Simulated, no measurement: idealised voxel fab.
voxel local oxidation: a process module
The width of the displayed cross-section, cut, is 220 nm; its cells are square, with a size of 5 nm.
How to read a cross-section here: the picture is a grid of square cells, written as bands going from the top down, and any band can span one or more rows of cells.
What a band's entry tells you: where the top is and where the bottom is, as heights in nm, and after that what lies inside, material by material from left to right, each with its width in nm. Empty space is written as the word "empty", and a single material marked with the word "edge to edge" occupies the band from edge to edge.
We count height from 0. Below that, the starting wafer is all one material. The lowest band never ends at the bottom but goes on down; see "0 and below" for how that is written.
You'd read "30 to 40" like this: the band's top row of cells is as wide as the first number, its bottom row is as wide as the second, and going down, every row changes width by the same amount as the row before did.
When a step is marked "same as before", none of the cells in the cross-section changed during that step.
You'll see "Cavities, sealed" listing empty spaces that have no way open to the top, as long as they're 8 cells or more; the notation is width x height at distance, where the distance is from the left edge, and all of it is in nm.
Where a step's line continues beyond its settings, the continuation is a remark by the simulator itself on that step.
"overlay nm" on a masked step: distance the mask lay right of its planned place, negative for left.
-- The following list gives the planned process steps
1 op RECEIVE | material Si
2 op CONFORMAL_DEP | material SiO2 | thk nm 5
3 op CONFORMAL_DEP | material SiN | thk nm 10
4 op MASKED_ETCH | tone cover | mask id ACTIVE | width nm 95 | etch materials SiN | depth nm 10 | overlay nm 0
5 op SELECTIVE_ETCH | etch materials SiO2 | depth nm 5
6 op OXIDIZE | depth nm 15
7 op STRIP | etch materials SiN
-- Shown in cross-section is the wafer as received, that is, as it stands after step 1
	0 and below | Si edge to edge
	Cavities, sealed: none
-- Cross-sectional image of the first of two wafers at the end of the module, the run having proceeded as planned
	5 down to 0 | 65 of empty, 85 of SiO2, 70 of empty
	0 down to -15 | 80 of SiO2, 55 of Si, 85 of SiO2
	-15 and below | Si edge to edge
	Cavities, sealed: none
-- Presented here is a cross-section of the second of the two wafers as it stood at the end of the module. It was started in the same manner and assigned the same plan as the first wafer; however, one mistake was made in its execution
	5 down to 0 | 70 of empty, 85 of SiO2, 65 of empty
	0 down to -15 | 85 of SiO2, 55 of Si, 80 of SiO2
	-15 and below | Si edge to edge
	Cavities, sealed: none
The mistake made against the process plan was this: in deviation from the planned setting, step 4 was conducted as op MASKED_ETCH | tone cover | mask id ACTIVE | width nm 95 | etch materials SiN | depth nm 10 | overlay nm 5
At the close, every material occupies the same number of cells on the second wafer as on the first, only in different positions.
